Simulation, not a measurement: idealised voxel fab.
process module | voxel wiring stack
cross-section cut | 165 nm wide | cells 5 nm
A cross-section is a grid of square cells, given in bands from the top down. A band is one or more rows of cells.
Each band's line starts with the height of the band's top and of its bottom, in nm. Then come its materials from left to right, each with its width in nm. One material with "throughout" fills the band from edge to edge. "air" is empty space.
Height 0 is the level under which the wafer as received is all one material. The lowest band goes on downwards, as in "0 down".
A width such as "30 to 40" changes by the same amount from each row of cells to the next, from the band's top row to its bottom row.
"no change" after a step means that no cell of the cross-section changed.
closed voids: empty space of 8 cells or more with no open way to the top, each as width x height at its distance from the left edge, in nm
after a step's settings: what the simulator itself notes on the step
overlay nm, on a step with a mask: how far to the right of its planned place the mask lay; to the left if negative
Each pair below shows a cross-section before one step and the cross-section after it, down to the lowest band that changed. The line under each pair gives the step between them, with its settings. The pairs can come from different runs of this module on the same starting wafer, so a pair continues from the pair above only where its "before" says so.
before
  0 down: Si throughout
  closed voids: none
after
  10 to 0: SiO2 throughout
  below 0: unchanged
  closed voids: none
the step between: op CONFORMAL_DEP | material SiO2 | thk nm 10
before: the cross-section after the pair above
after
  15 to 10: SiCN throughout
  below 10: unchanged
  closed voids: none
the step between: op CONFORMAL_DEP | material SiCN | thk nm 5
before: the cross-section after the pair above
after
  40 to 15: lowk throughout
  below 15: unchanged
  closed voids: none
the step between: op DIRECTIONAL_DEP | material lowk | thk nm 25
before: the cross-section after the pair above
after
  40 to 15: lowk 45 | air 30 | lowk 15 | air 30 | lowk 45
  below 15: unchanged
  closed voids: none
the step between: op MASKED_ETCH | tone open | mask id METAL_1 | width nm 30 | pitch nm 45 | etch materials lowk | depth nm 25 | overlay nm 0
before: the cross-section after the pair above
after
  40 to 15: lowk 45 | air 30 | lowk 15 | air 30 | lowk 45
  15 to 10: SiCN 45 | air 30 | SiCN 15 | air 30 | SiCN 45
  below 10: unchanged
  closed voids: none
the step between: op MASKED_ETCH | tone open | mask id METAL_1 | width nm 30 | pitch nm 45 | etch materials SiCN | depth nm 5 | overlay nm 0
before: the cross-section after the pair above
after
  45 to 40: TiN 50 | air 20 | TiN 25 | air 20 | TiN 50
  40 to 15: lowk 45 | TiN 5 | air 20 | TiN 5 | lowk 15 | TiN 5 | air 20 | TiN 5 | lowk 45
  15 to 10: SiCN 45 | TiN 30 | SiCN 15 | TiN 30 | SiCN 45
  below 10: unchanged
  closed voids: none
the step between: op CONFORMAL_DEP | material TiN | thk nm 5
before: the cross-section after the pair above
after
  50 to 45: Cu throughout
  45 to 40: TiN 50 | Cu 20 | TiN 25 | Cu 20 | TiN 50
  40 to 15: lowk 45 | TiN 5 | Cu 20 | TiN 5 | lowk 15 | TiN 5 | Cu 20 | TiN 5 | lowk 45
  below 15: unchanged
  closed voids: none
the step between: op FILL_DEP | material Cu | thk nm 5
before: the cross-section after the pair above
after
  40 to 15: lowk 45 | TiN 5 | Cu 20 | TiN 5 | lowk 15 | TiN 5 | Cu 20 | TiN 5 | lowk 45
  below 15: unchanged
  closed voids: none
the step between: op CMP | height nm 40
before: the cross-section after the pair above
after
  45 to 40: air 40 | Ru 40 | air 5 | Ru 40 | air 40
  below 40: unchanged
  closed voids: none
the step between: op EPI | material Ru | thk nm 5
before: the cross-section after the pair above
after
  50 to 45: SiCN throughout
  45 to 40: SiCN 40 | Ru 40 | SiCN 5 | Ru 40 | SiCN 40
  below 40: unchanged
  closed voids: none
the step between: op FILL_DEP | material SiCN | thk nm 5
before: the cross-section after the pair above
after
  80 to 50: SiO2 throughout
  below 50: unchanged
  closed voids: none
the step between: op DIRECTIONAL_DEP | material SiO2 | thk nm 30
before: the cross-section after the pair above
after
  80 to 50: SiO2 45 | air 15 | SiO2 30 | air 15 | SiO2 60
  below 50: unchanged
  closed voids: none
the step between: op MASKED_ETCH | tone open | mask id METAL_2_HOLES | width nm 15 | pitch nm 45 | etch materials SiO2 | depth nm 30 | overlay nm 0
before: the cross-section after the pair above
after
  100 to 80: resist 45 | air 30 | resist 15 | air 30 | resist 45
  below 80: unchanged
  closed voids: none
the step between: op PATTERN | tone open | mask id METAL_2 | material resist | width nm 30 | pitch nm 45 | thk nm 20 | overlay nm 0
before: the cross-section after the pair above
after
  100 to 80: resist 45 | air 30 | resist 15 | air 30 | resist 45
  80 to 60: SiO2 45 | air 30 | SiO2 15 | air 30 | SiO2 45
  below 60: unchanged
  closed voids: none
the step between: op DIRECTIONAL_ETCH | etch materials SiO2 | depth nm 20
before: the cross-section after the pair above
after
  100 to 80: resist 45 | air 30 | resist 15 | air 30 | resist 45
  80 to 60: SiO2 45 | air 30 | SiO2 15 | air 30 | SiO2 45
  60 to 50: SiO2 45 | air 15 | SiO2 30 | air 15 | SiO2 60
  50 to 45: SiCN 45 | air 15 | SiCN 30 | air 15 | SiCN 60
  below 45: unchanged
  closed voids: none
the step between: op DIRECTIONAL_ETCH | etch materials SiCN | depth nm 5
before: the cross-section after the pair above
after
  80 to 60: SiO2 45 | air 30 | SiO2 15 | air 30 | SiO2 45
  below 60: unchanged
  closed voids: none
the step between: op STRIP | etch materials resist
before: the cross-section after the pair above
after
  85 to 80: TiN 50 | air 20 | TiN 25 | air 20 | TiN 50
  80 to 65: SiO2 45 | TiN 5 | air 20 | TiN 5 | SiO2 15 | TiN 5 | air 20 | TiN 5 | SiO2 45
  65 to 60: SiO2 45 | TiN 5 | air 5 | TiN 20 | SiO2 15 | TiN 5 | air 5 | TiN 20 | SiO2 45
  60 to 50: SiO2 45 | TiN 5 | air 5 | TiN 5 | SiO2 30 | TiN 5 | air 5 | TiN 5 | SiO2 60
  50 to 45: SiCN 45 | TiN 15 | SiCN 30 | TiN 15 | SiCN 60
  below 45: unchanged
  closed voids: none
the step between: op CONFORMAL_DEP | material TiN | thk nm 5
before: the cross-section after the pair above
after
  95 to 85: Cu throughout
  85 to 80: TiN 50 | Cu 20 | TiN 25 | Cu 20 | TiN 50
  80 to 65: SiO2 45 | TiN 5 | Cu 20 | TiN 5 | SiO2 15 | TiN 5 | Cu 20 | TiN 5 | SiO2 45
  65 to 60: SiO2 45 | TiN 5 | Cu 5 | TiN 20 | SiO2 15 | TiN 5 | Cu 5 | TiN 20 | SiO2 45
  60 to 50: SiO2 45 | TiN 5 | Cu 5 | TiN 5 | SiO2 30 | TiN 5 | Cu 5 | TiN 5 | SiO2 60
  below 50: unchanged
  closed voids: none
the step between: op FILL_DEP | material Cu | thk nm 10
before: the cross-section after the pair above
after
  80 to 65: SiO2 45 | TiN 5 | Cu 20 | TiN 5 | SiO2 15 | TiN 5 | Cu 20 | TiN 5 | SiO2 45
  below 65: unchanged
  closed voids: none
the step between: op CMP | height nm 80
before: the cross-section after the pair above
after
  85 to 80: SiCN throughout
  below 80: unchanged
  closed voids: none
the step between: op CONFORMAL_DEP | material SiCN | thk nm 5
before: the cross-section after the pair above
after
  105 to 85: lowk throughout
  below 85: unchanged
  closed voids: none
the step between: op DIRECTIONAL_DEP | material lowk | thk nm 20
before: the cross-section after the pair above
after
  120 to 105: resist 45 | air 15 | resist 105
  below 105: unchanged
  closed voids: none
the step between: op PATTERN | tone open | mask id PLUG_2 | material resist | width nm 15 | thk nm 15 | overlay nm 0
before: the cross-section after the pair above
after
  120 to 105: resist 45 | air 15 | resist 105
  105 to 85: lowk 45 | air 15 | lowk 105
  below 85: unchanged
  closed voids: none
the step between: op DIRECTIONAL_ETCH | etch materials lowk | depth nm 20
before: the cross-section after the pair above
after
  120 to 105: resist 45 | air 15 | resist 105
  105 to 85: lowk 45 | air 15 | lowk 105
  85 to 80: SiCN 45 | air 15 | SiCN 105
  below 80: unchanged
  closed voids: none
the step between: op DIRECTIONAL_ETCH | etch materials SiCN | depth nm 5
before: the cross-section after the pair above
after
  105 to 85: lowk 45 | air 15 | lowk 105
  below 85: unchanged
  closed voids: none
the step between: op STRIP | etch materials resist
before: the cross-section after the pair above
after
  110 to 105: TiN 50 | air 5 | TiN 110
  105 to 85: lowk 45 | TiN 5 | air 5 | TiN 5 | lowk 105
  85 to 80: SiCN 45 | TiN 15 | SiCN 105
  below 80: unchanged
  closed voids: none
the step between: op CONFORMAL_DEP | material TiN | thk nm 5
before: the cross-section after the pair above
after
  120 to 110: Cu throughout
  110 to 105: TiN 50 | Cu 5 | TiN 110
  105 to 85: lowk 45 | TiN 5 | Cu 5 | TiN 5 | lowk 105
  below 85: unchanged
  closed voids: none
the step between: op FILL_DEP | material Cu | thk nm 10
before: the cross-section after the pair above
after
  105 to 85: lowk 45 | TiN 5 | Cu 5 | TiN 5 | lowk 105
  below 85: unchanged
  closed voids: none
the step between: op CMP | height nm 105
before: the cross-section after the pair above
after
  110 to 105: SiCN throughout
  below 105: unchanged
  closed voids: none
the step between: op CONFORMAL_DEP | material SiCN | thk nm 5
before: the cross-section after the pair above
after
  135 to 110: SiO2 throughout
  below 110: unchanged
  closed voids: none
the step between: op DIRECTIONAL_DEP | material SiO2 | thk nm 25
before: the cross-section after the pair above
after
  135 to 110: SiO2 45 | air 30 | SiO2 15 | air 30 | SiO2 45
  below 110: unchanged
  closed voids: none
the step between: op MASKED_ETCH | tone open | mask id METAL_3 | width nm 30 | pitch nm 45 | etch materials SiO2 | depth nm 25 | overlay nm 0
before: the cross-section after the pair above
after
  135 to 110: SiO2 45 | air 30 | SiO2 15 | air 30 | SiO2 45
  110 to 105: SiCN 45 | air 30 | SiCN 15 | air 30 | SiCN 45
  below 105: unchanged
  closed voids: none
the step between: op MASKED_ETCH | tone open | mask id METAL_3 | width nm 30 | pitch nm 45 | etch materials SiCN | depth nm 5 | overlay nm 0
before: the cross-section after the pair above
after
  140 to 135: TiN 50 | air 20 | TiN 25 | air 20 | TiN 50
  135 to 110: SiO2 45 | TiN 5 | air 20 | TiN 5 | SiO2 15 | TiN 5 | air 20 | TiN 5 | SiO2 45
  110 to 105: SiCN 45 | TiN 30 | SiCN 15 | TiN 30 | SiCN 45
  below 105: unchanged
  closed voids: none
the step between: op CONFORMAL_DEP | material TiN | thk nm 5
before: the cross-section after the pair above
after
  145 to 140: Ru throughout
  140 to 135: TiN 50 | Ru 20 | TiN 25 | Ru 20 | TiN 50
  135 to 110: SiO2 45 | TiN 5 | Ru 20 | TiN 5 | SiO2 15 | TiN 5 | Ru 20 | TiN 5 | SiO2 45
  below 110: unchanged
  closed voids: none
the step between: op FILL_DEP | material Ru | thk nm 5
before: the cross-section after the pair above
after
  135 to 110: SiO2 45 | TiN 5 | Ru 20 | TiN 5 | SiO2 15 | TiN 5 | Ru 20 | TiN 5 | SiO2 45
  below 110: unchanged
  closed voids: none
the step between: op CMP | height nm 135
before: the cross-section after the pair above
after
  140 to 135: SiCN throughout
  below 135: unchanged
  closed voids: none
the step between: op CONFORMAL_DEP | material SiCN | thk nm 5
before: the cross-section after the pair above
after
  150 to 140: lowk throughout
  below 140: unchanged
  closed voids: none
the step between: op DIRECTIONAL_DEP | material lowk | thk nm 10
before: the cross-section after the pair above
after
  150 to 140: lowk 45 | air 15 | lowk 105
  below 140: unchanged
  closed voids: none
the step between: op MASKED_ETCH | tone open | mask id PLUG_3 | width nm 15 | etch materials lowk | depth nm 10 | overlay nm 0
before: the cross-section after the pair above
after
  150 to 140: lowk 45 | air 15 | lowk 105
  140 to 135: SiCN 45 | air 15 | SiCN 105
  below 135: unchanged
  closed voids: none
the step between: op MASKED_ETCH | tone open | mask id PLUG_3 | width nm 15 | etch materials SiCN | depth nm 5 | overlay nm 0
before: the cross-section after the pair above
after
  155 to 150: TiN 50 | air 5 | TiN 110
  150 to 140: lowk 45 | TiN 5 | air 5 | TiN 5 | lowk 105
  140 to 135: SiCN 45 | TiN 15 | SiCN 105
  below 135: unchanged
  closed voids: none
the step between: op CONFORMAL_DEP | material TiN | thk nm 5
before: the cross-section after the pair above
after
  165 to 155: W throughout
  155 to 150: TiN 50 | W 5 | TiN 110
  150 to 140: lowk 45 | TiN 5 | W 5 | TiN 5 | lowk 105
  below 140: unchanged
  closed voids: none
the step between: op FILL_DEP | material W | thk nm 10
before: the cross-section after the pair above
after
  150 to 140: lowk 45 | TiN 5 | W 5 | TiN 5 | lowk 105
  below 140: unchanged
  closed voids: none
the step between: op CMP | height nm 150
before: the cross-section after the pair above
after
  155 to 150: SiN throughout
  below 150: unchanged
  closed voids: none
the step between: op CONFORMAL_DEP | material SiN | thk nm 5
before: the cross-section after the pair above
after
  175 to 155: SiO2 throughout
  below 155: unchanged
  closed voids: none
the step between: op DIRECTIONAL_DEP | material SiO2 | thk nm 20
before: the cross-section after the pair above
after
  175 to 155: SiO2 45 | air 30 | SiO2 15 | air 30 | SiO2 45
  below 155: unchanged
  closed voids: none
the step between: op MASKED_ETCH | tone open | mask id METAL_4 | width nm 30 | pitch nm 45 | etch materials SiO2 | depth nm 20 | overlay nm 0
before: the cross-section after the pair above
after
  175 to 155: SiO2 45 | air 30 | SiO2 15 | air 30 | SiO2 45
  155 to 150: SiN 45 | air 30 | SiN 15 | air 30 | SiN 45
  below 150: unchanged
  closed voids: none
the step between: op MASKED_ETCH | tone open | mask id METAL_4 | width nm 30 | pitch nm 45 | etch materials SiN | depth nm 5 | overlay nm 0
before: the cross-section after the pair above
after
  180 to 175: TiN 50 | air 20 | TiN 25 | air 20 | TiN 50
  175 to 155: SiO2 45 | TiN 5 | air 20 | TiN 5 | SiO2 15 | TiN 5 | air 20 | TiN 5 | SiO2 45
  155 to 150: SiN 45 | TiN 30 | SiN 15 | TiN 30 | SiN 45
  below 150: unchanged
  closed voids: none
the step between: op CONFORMAL_DEP | material TiN | thk nm 5
before: the cross-section after the pair above
after
  190 to 180: Cu throughout
  180 to 175: TiN 50 | Cu 20 | TiN 25 | Cu 20 | TiN 50
  175 to 155: SiO2 45 | TiN 5 | Cu 20 | TiN 5 | SiO2 15 | TiN 5 | Cu 20 | TiN 5 | SiO2 45
  below 155: unchanged
  closed voids: none
the step between: op FILL_DEP | material Cu | thk nm 10
before: the cross-section after the pair above
after
  175 to 155: SiO2 45 | TiN 5 | Cu 20 | TiN 5 | SiO2 15 | TiN 5 | Cu 20 | TiN 5 | SiO2 45
  below 155: unchanged
  closed voids: none
the step between: op CMP | height nm 175
before: the cross-section after the pair above
after
  180 to 175: air 40 | Ru 40 | air 5 | Ru 40 | air 40
  below 175: unchanged
  closed voids: none
the step between: op EPI | material Ru | thk nm 5
before: the cross-section after the pair above
after
  185 to 180: SiCN throughout
  180 to 175: SiCN 40 | Ru 40 | SiCN 5 | Ru 40 | SiCN 40
  below 175: unchanged
  closed voids: none
the step between: op FILL_DEP | material SiCN | thk nm 5
before
  95 to 85: Cu throughout
  85 to 80: TiN 50 | Cu 20 | TiN 25 | Cu 20 | TiN 50
  80 to 65: SiO2 45 | TiN 5 | Cu 20 | TiN 5 | SiO2 15 | TiN 5 | Cu 20 | TiN 5 | SiO2 45
  65 to 60: SiO2 45 | TiN 5 | Cu 5 | TiN 20 | SiO2 15 | TiN 5 | Cu 5 | TiN 20 | SiO2 45
  60 to 50: SiO2 45 | TiN 5 | Cu 5 | TiN 5 | SiO2 30 | TiN 5 | Cu 5 | TiN 5 | SiO2 60
  50 to 45: SiCN 45 | TiN 15 | SiCN 30 | TiN 15 | SiCN 60
  45 to 40: SiCN 40 | Ru 40 | SiCN 5 | Ru 40 | SiCN 40
  40 to 15: lowk 45 | TiN 5 | Cu 20 | TiN 5 | lowk 15 | TiN 5 | Cu 20 | TiN 5 | lowk 45
  15 to 10: SiCN 45 | TiN 30 | SiCN 15 | TiN 30 | SiCN 45
  10 to 0: SiO2 throughout
  0 down: Si throughout
  closed voids: none
after
  100 to 95: SiCN throughout
  below 95: unchanged
  closed voids: none
the step between: op CONFORMAL_DEP | material SiCN | thk nm 5
before: the cross-section after the pair above
after
  120 to 100: lowk throughout
  below 100: unchanged
  closed voids: none
the step between: op DIRECTIONAL_DEP | material lowk | thk nm 20
before: the cross-section after the pair above
after
  135 to 120: resist 45 | air 15 | resist 105
  below 120: unchanged
  closed voids: none
the step between: op PATTERN | tone open | mask id PLUG_2 | material resist | width nm 15 | thk nm 15 | overlay nm 0
before: the cross-section after the pair above
after
  135 to 120: resist 45 | air 15 | resist 105
  120 to 100: lowk 45 | air 15 | lowk 105
  below 100: unchanged
  closed voids: none
the step between: op DIRECTIONAL_ETCH | etch materials lowk | depth nm 20
before: the cross-section after the pair above
after
  135 to 120: resist 45 | air 15 | resist 105
  120 to 100: lowk 45 | air 15 | lowk 105
  100 to 95: SiCN 45 | air 15 | SiCN 105
  below 95: unchanged
  closed voids: none
the step between: op DIRECTIONAL_ETCH | etch materials SiCN | depth nm 5
before: the cross-section after the pair above
after
  120 to 100: lowk 45 | air 15 | lowk 105
  below 100: unchanged
  closed voids: none
the step between: op STRIP | etch materials resist
before: the cross-section after the pair above
after
  125 to 120: TiN 50 | air 5 | TiN 110
  120 to 100: lowk 45 | TiN 5 | air 5 | TiN 5 | lowk 105
  100 to 95: SiCN 45 | TiN 15 | SiCN 105
  below 95: unchanged
  closed voids: none
the step between: op CONFORMAL_DEP | material TiN | thk nm 5
before: the cross-section after the pair above
after
  135 to 125: Cu throughout
  125 to 120: TiN 50 | Cu 5 | TiN 110
  120 to 100: lowk 45 | TiN 5 | Cu 5 | TiN 5 | lowk 105
  below 100: unchanged
  closed voids: none
the step between: op FILL_DEP | material Cu | thk nm 10
before: the cross-section after the pair above
after
  105 to 100: lowk 45 | TiN 5 | Cu 5 | TiN 5 | lowk 105
  below 100: unchanged
  closed voids: none
the step between: op CMP | height nm 105
before: the cross-section after the pair above
after
  110 to 105: SiCN throughout
  below 105: unchanged
  closed voids: none
the step between: op CONFORMAL_DEP | material SiCN | thk nm 5
before: the cross-section after the pair above
after
  135 to 110: SiO2 throughout
  below 110: unchanged
  closed voids: none
the step between: op DIRECTIONAL_DEP | material SiO2 | thk nm 25
before: the cross-section after the pair above
after
  135 to 110: SiO2 45 | air 30 | SiO2 15 | air 30 | SiO2 45
  below 110: unchanged
  closed voids: none
the step between: op MASKED_ETCH | tone open | mask id METAL_3 | width nm 30 | pitch nm 45 | etch materials SiO2 | depth nm 25 | overlay nm 0
before: the cross-section after the pair above
after
  135 to 110: SiO2 45 | air 30 | SiO2 15 | air 30 | SiO2 45
  110 to 105: SiCN 45 | air 30 | SiCN 15 | air 30 | SiCN 45
  below 105: unchanged
  closed voids: none
the step between: op MASKED_ETCH | tone open | mask id METAL_3 | width nm 30 | pitch nm 45 | etch materials SiCN | depth nm 5 | overlay nm 0
before: the cross-section after the pair above
after
  140 to 135: TiN 50 | air 20 | TiN 25 | air 20 | TiN 50
  135 to 110: SiO2 45 | TiN 5 | air 20 | TiN 5 | SiO2 15 | TiN 5 | air 20 | TiN 5 | SiO2 45
  110 to 105: SiCN 45 | TiN 30 | SiCN 15 | TiN 30 | SiCN 45
  below 105: unchanged
  closed voids: none
the step between: op CONFORMAL_DEP | material TiN | thk nm 5
before: the cross-section after the pair above
after
  145 to 140: Ru throughout
  140 to 135: TiN 50 | Ru 20 | TiN 25 | Ru 20 | TiN 50
  135 to 110: SiO2 45 | TiN 5 | Ru 20 | TiN 5 | SiO2 15 | TiN 5 | Ru 20 | TiN 5 | SiO2 45
  below 110: unchanged
  closed voids: none
the step between: op FILL_DEP | material Ru | thk nm 5
before: the cross-section after the pair above
after
  135 to 110: SiO2 45 | TiN 5 | Ru 20 | TiN 5 | SiO2 15 | TiN 5 | Ru 20 | TiN 5 | SiO2 45
  below 110: unchanged
  closed voids: none
the step between: op CMP | height nm 135
before: the cross-section after the pair above
after
  140 to 135: SiCN throughout
  below 135: unchanged
  closed voids: none
the step between: op CONFORMAL_DEP | material SiCN | thk nm 5
before: the cross-section after the pair above
after
  150 to 140: lowk throughout
  below 140: unchanged
  closed voids: none
the step between: op DIRECTIONAL_DEP | material lowk | thk nm 10
before: the cross-section after the pair above
after
  150 to 140: lowk 45 | air 15 | lowk 105
  below 140: unchanged
  closed voids: none
the step between: op MASKED_ETCH | tone open | mask id PLUG_3 | width nm 15 | etch materials lowk | depth nm 10 | overlay nm 0
before: the cross-section after the pair above
after
  150 to 140: lowk 45 | air 15 | lowk 105
  140 to 135: SiCN 45 | air 15 | SiCN 105
  below 135: unchanged
  closed voids: none
the step between: op MASKED_ETCH | tone open | mask id PLUG_3 | width nm 15 | etch materials SiCN | depth nm 5 | overlay nm 0
before: the cross-section after the pair above
after
  155 to 150: TiN 50 | air 5 | TiN 110
  150 to 140: lowk 45 | TiN 5 | air 5 | TiN 5 | lowk 105
  140 to 135: SiCN 45 | TiN 15 | SiCN 105
  below 135: unchanged
  closed voids: none
the step between: op CONFORMAL_DEP | material TiN | thk nm 5
before: the cross-section after the pair above
after
  165 to 155: W throughout
  155 to 150: TiN 50 | W 5 | TiN 110
  150 to 140: lowk 45 | TiN 5 | W 5 | TiN 5 | lowk 105
  below 140: unchanged
  closed voids: none
the step between: op FILL_DEP | material W | thk nm 10
before: the cross-section after the pair above
after
  150 to 140: lowk 45 | TiN 5 | W 5 | TiN 5 | lowk 105
  below 140: unchanged
  closed voids: none
the step between: op CMP | height nm 150
before: the cross-section after the pair above
after
  155 to 150: SiN throughout
  below 150: unchanged
  closed voids: none
the step between: op CONFORMAL_DEP | material SiN | thk nm 5
before: the cross-section after the pair above
after
  175 to 155: SiO2 throughout
  below 155: unchanged
  closed voids: none
the step between: op DIRECTIONAL_DEP | material SiO2 | thk nm 20
before: the cross-section after the pair above
after
  175 to 155: SiO2 45 | air 30 | SiO2 15 | air 30 | SiO2 45
  below 155: unchanged
  closed voids: none
the step between: op MASKED_ETCH | tone open | mask id METAL_4 | width nm 30 | pitch nm 45 | etch materials SiO2 | depth nm 20 | overlay nm 0
before: the cross-section after the pair above
after
  175 to 155: SiO2 45 | air 30 | SiO2 15 | air 30 | SiO2 45
  155 to 150: SiN 45 | air 30 | SiN 15 | air 30 | SiN 45
  below 150: unchanged
  closed voids: none
the step between: op MASKED_ETCH | tone open | mask id METAL_4 | width nm 30 | pitch nm 45 | etch materials SiN | depth nm 5 | overlay nm 0
before: the cross-section after the pair above
after
  180 to 175: TiN 50 | air 20 | TiN 25 | air 20 | TiN 50
  175 to 155: SiO2 45 | TiN 5 | air 20 | TiN 5 | SiO2 15 | TiN 5 | air 20 | TiN 5 | SiO2 45
  155 to 150: SiN 45 | TiN 30 | SiN 15 | TiN 30 | SiN 45
  below 150: unchanged
  closed voids: none
the step between: op CONFORMAL_DEP | material TiN | thk nm 5
before: the cross-section after the pair above
after
  190 to 180: Cu throughout
  180 to 175: TiN 50 | Cu 20 | TiN 25 | Cu 20 | TiN 50
  175 to 155: SiO2 45 | TiN 5 | Cu 20 | TiN 5 | SiO2 15 | TiN 5 | Cu 20 | TiN 5 | SiO2 45
  below 155: unchanged
  closed voids: none
the step between: op FILL_DEP | material Cu | thk nm 10
before: the cross-section after the pair above
after
  175 to 155: SiO2 45 | TiN 5 | Cu 20 | TiN 5 | SiO2 15 | TiN 5 | Cu 20 | TiN 5 | SiO2 45
  below 155: unchanged
  closed voids: none
the step between: op CMP | height nm 175
before: the cross-section after the pair above
after
  180 to 175: air 40 | Ru 40 | air 5 | Ru 40 | air 40
  below 175: unchanged
  closed voids: none
the step between: op EPI | material Ru | thk nm 5
before: the cross-section after the pair above
after
  185 to 180: SiCN throughout
  180 to 175: SiCN 40 | Ru 40 | SiCN 5 | Ru 40 | SiCN 40
  below 175: unchanged
  closed voids: none
the step between: op FILL_DEP | material SiCN | thk nm 5
before
  80 to 50: SiO2 throughout
  50 to 45: SiCN throughout
  45 to 40: SiCN 40 | Ru 40 | SiCN 5 | Ru 40 | SiCN 40
  40 to 15: lowk 45 | TiN 5 | Cu 20 | TiN 5 | lowk 15 | TiN 5 | Cu 20 | TiN 5 | lowk 45
  15 to 10: SiCN 45 | TiN 30 | SiCN 15 | TiN 30 | SiCN 45
  10 to 0: SiO2 throughout
  0 down: Si throughout
  closed voids: none
after
  110 to 50: SiO2 throughout
  below 50: unchanged
  closed voids: none
the step between: op DIRECTIONAL_DEP | material SiO2 | thk nm 30
before: the cross-section after the pair above
after
  110 to 80: SiO2 45 | air 15 | SiO2 30 | air 15 | SiO2 60
  below 80: unchanged
  closed voids: none
the step between: op MASKED_ETCH | tone open | mask id METAL_2_HOLES | width nm 15 | pitch nm 45 | etch materials SiO2 | depth nm 30 | overlay nm 0
before: the cross-section after the pair above
after
  130 to 110: resist 45 | air 30 | resist 15 | air 30 | resist 45
  below 110: unchanged
  closed voids: none
the step between: op PATTERN | tone open | mask id METAL_2 | material resist | width nm 30 | pitch nm 45 | thk nm 20 | overlay nm 0
before: the cross-section after the pair above
after
  130 to 110: resist 45 | air 30 | resist 15 | air 30 | resist 45
  110 to 90: SiO2 45 | air 30 | SiO2 15 | air 30 | SiO2 45
  90 to 60: SiO2 45 | air 15 | SiO2 30 | air 15 | SiO2 60
  below 60: unchanged
  closed voids: none
the step between: op DIRECTIONAL_ETCH | etch materials SiO2 | depth nm 20
before: the cross-section after the pair above
after
  110 to 90: SiO2 45 | air 30 | SiO2 15 | air 30 | SiO2 45
  below 90: unchanged
  closed voids: none
the step between: op STRIP | etch materials resist
before: the cross-section after the pair above
after
  115 to 110: TiN 50 | air 20 | TiN 25 | air 20 | TiN 50
  110 to 95: SiO2 45 | TiN 5 | air 20 | TiN 5 | SiO2 15 | TiN 5 | air 20 | TiN 5 | SiO2 45
  95 to 90: SiO2 45 | TiN 5 | air 5 | TiN 20 | SiO2 15 | TiN 5 | air 5 | TiN 20 | SiO2 45
  90 to 65: SiO2 45 | TiN 5 | air 5 | TiN 5 | SiO2 30 | TiN 5 | air 5 | TiN 5 | SiO2 60
  65 to 60: SiO2 45 | TiN 15 | SiO2 30 | TiN 15 | SiO2 60
  below 60: unchanged
  closed voids: none
the step between: op CONFORMAL_DEP | material TiN | thk nm 5
before: the cross-section after the pair above
after
  125 to 115: Cu throughout
  115 to 110: TiN 50 | Cu 20 | TiN 25 | Cu 20 | TiN 50
  110 to 95: SiO2 45 | TiN 5 | Cu 20 | TiN 5 | SiO2 15 | TiN 5 | Cu 20 | TiN 5 | SiO2 45
  95 to 90: SiO2 45 | TiN 5 | Cu 5 | TiN 20 | SiO2 15 | TiN 5 | Cu 5 | TiN 20 | SiO2 45
  90 to 65: SiO2 45 | TiN 5 | Cu 5 | TiN 5 | SiO2 30 | TiN 5 | Cu 5 | TiN 5 | SiO2 60
  below 65: unchanged
  closed voids: none
the step between: op FILL_DEP | material Cu | thk nm 10
before: the cross-section after the pair above
after
  80 to 65: SiO2 45 | TiN 5 | Cu 5 | TiN 5 | SiO2 30 | TiN 5 | Cu 5 | TiN 5 | SiO2 60
  below 65: unchanged
  closed voids: none
the step between: op CMP | height nm 80
before: the cross-section after the pair above
after
  85 to 80: SiCN throughout
  below 80: unchanged
  closed voids: none
the step between: op CONFORMAL_DEP | material SiCN | thk nm 5
before: the cross-section after the pair above
after
  105 to 85: lowk throughout
  below 85: unchanged
  closed voids: none
the step between: op DIRECTIONAL_DEP | material lowk | thk nm 20
before: the cross-section after the pair above
after
  120 to 105: resist 45 | air 15 | resist 105
  below 105: unchanged
  closed voids: none
the step between: op PATTERN | tone open | mask id PLUG_2 | material resist | width nm 15 | thk nm 15 | overlay nm 0
before: the cross-section after the pair above
after
  120 to 105: resist 45 | air 15 | resist 105
  105 to 85: lowk 45 | air 15 | lowk 105
  below 85: unchanged
  closed voids: none
the step between: op DIRECTIONAL_ETCH | etch materials lowk | depth nm 20
before: the cross-section after the pair above
after
  120 to 105: resist 45 | air 15 | resist 105
  105 to 85: lowk 45 | air 15 | lowk 105
  85 to 80: SiCN 45 | air 15 | SiCN 105
  below 80: unchanged
  closed voids: none
the step between: op DIRECTIONAL_ETCH | etch materials SiCN | depth nm 5
before: the cross-section after the pair above
after
  105 to 85: lowk 45 | air 15 | lowk 105
  below 85: unchanged
  closed voids: none
the step between: op STRIP | etch materials resist
before: the cross-section after the pair above
after
  110 to 105: TiN 50 | air 5 | TiN 110
  105 to 85: lowk 45 | TiN 5 | air 5 | TiN 5 | lowk 105
  85 to 80: SiCN 45 | TiN 15 | SiCN 105
  below 80: unchanged
  closed voids: none
the step between: op CONFORMAL_DEP | material TiN | thk nm 5
before: the cross-section after the pair above
after
  120 to 110: Cu throughout
  110 to 105: TiN 50 | Cu 5 | TiN 110
  105 to 85: lowk 45 | TiN 5 | Cu 5 | TiN 5 | lowk 105
  below 85: unchanged
  closed voids: none
the step between: op FILL_DEP | material Cu | thk nm 10
before: the cross-section after the pair above
after
  105 to 85: lowk 45 | TiN 5 | Cu 5 | TiN 5 | lowk 105
  below 85: unchanged
  closed voids: none
the step between: op CMP | height nm 105
before: the cross-section after the pair above
after
  110 to 105: SiCN throughout
  below 105: unchanged
  closed voids: none
the step between: op CONFORMAL_DEP | material SiCN | thk nm 5
before: the cross-section after the pair above
after
  135 to 110: SiO2 throughout
  below 110: unchanged
  closed voids: none
the step between: op DIRECTIONAL_DEP | material SiO2 | thk nm 25
before: the cross-section after the pair above
after
  135 to 110: SiO2 45 | air 30 | SiO2 15 | air 30 | SiO2 45
  below 110: unchanged
  closed voids: none
the step between: op MASKED_ETCH | tone open | mask id METAL_3 | width nm 30 | pitch nm 45 | etch materials SiO2 | depth nm 25 | overlay nm 0
before: the cross-section after the pair above
after
  135 to 110: SiO2 45 | air 30 | SiO2 15 | air 30 | SiO2 45
  110 to 105: SiCN 45 | air 30 | SiCN 15 | air 30 | SiCN 45
  below 105: unchanged
  closed voids: none
the step between: op MASKED_ETCH | tone open | mask id METAL_3 | width nm 30 | pitch nm 45 | etch materials SiCN | depth nm 5 | overlay nm 0
before: the cross-section after the pair above
after
  140 to 135: TiN 50 | air 20 | TiN 25 | air 20 | TiN 50
  135 to 110: SiO2 45 | TiN 5 | air 20 | TiN 5 | SiO2 15 | TiN 5 | air 20 | TiN 5 | SiO2 45
  110 to 105: SiCN 45 | TiN 30 | SiCN 15 | TiN 30 | SiCN 45
  below 105: unchanged
  closed voids: none
the step between: op CONFORMAL_DEP | material TiN | thk nm 5
